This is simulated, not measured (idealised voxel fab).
You're looking at the process module voxel quadruple lines.
The cross-section on display is named cut; it measures 155 nm wide, and its cells are 5 nm squares.
A cross-section in this document is a grid of square cells, and it is written down as bands, the top band listed before the ones below it; a band is made up of one or more rows of cells.
Top height, bottom height, nm. Materials left to right, width each, nm. Single material + "everywhere" = fills band edge to edge. "air" = empty.
Height is counted from the level 0, under which the received wafer is composed throughout of one material. The lowest of the bands is not closed at the bottom but continues downward, in the notation "0 -> down".
Note: "30->40" means the width goes from the first number (top row of the band) to the second number (bottom row) in equal steps per row of cells.
Basically "everything unchanged" means that step didn't change any cell in the cross-section.
In the "Sealed cavities" entry, you get each enclosed empty space of 8 cells or more, one with no open way to the top, written width x height at distance, distance from the left edge, in nm.
On a step's line, text after the settings is the simulator commenting on that step.
"overlay nm" answers the question of how far to the right of plan the mask lay on a step that has a mask, and when it is negative the answer is to the left.

## Steps planned for the process
- 1: RECEIVE, material Si
- 2: CONFORMAL_DEP, material SiO2, thk nm 5
- 3: DIRECTIONAL_DEP, material W, thk nm 10
- 4: DIRECTIONAL_DEP, material polySi, thk nm 15
- 5: DIRECTIONAL_DEP, material aC, thk nm 20
- 6: PATTERN, tone cover, mask id MANDREL, material resist, width nm 35, thk nm 30, overlay nm 0
- 7: DIRECTIONAL_ETCH, etch materials aC, depth nm 20
- 8: STRIP, etch materials resist
- 9: CONFORMAL_DEP, material SiO2, thk nm 15
- 10: DIRECTIONAL_ETCH, etch materials SiO2, depth nm 15
- 11: STRIP, etch materials aC
- 12: DIRECTIONAL_ETCH, etch materials polySi, depth nm 15
- 13: STRIP, etch materials SiO2
- 14: CONFORMAL_DEP, material SiCN, thk nm 10
- 15: DIRECTIONAL_ETCH, etch materials SiCN, depth nm 10
- 16: STRIP, etch materials polySi
- 17: DIRECTIONAL_ETCH, etch materials W, depth nm 10
- 18: STRIP, etch materials SiCN

## Delivered wafer in cross-section: state after step 1
	0 -> down | Si everywhere
	Sealed cavities: none

## The plan above was carried out on the starting structure above with one mistake, and this cross-section shows the wafer at the end of the module
	15 -> 5 | 50 nm air / 10 nm W / 15 nm air / 5 nm W / 15 nm air / 10 nm W / 50 nm air
	5 -> 0 | SiO2 everywhere
	0 -> down | Si everywhere
	Sealed cavities: none
Deviation noted in wafer processing: step 6 ran with different settings than intended, the actual operation and settings being PATTERN, tone open, mask id MANDREL, material resist, width nm 35, thk nm 30, overlay nm 0
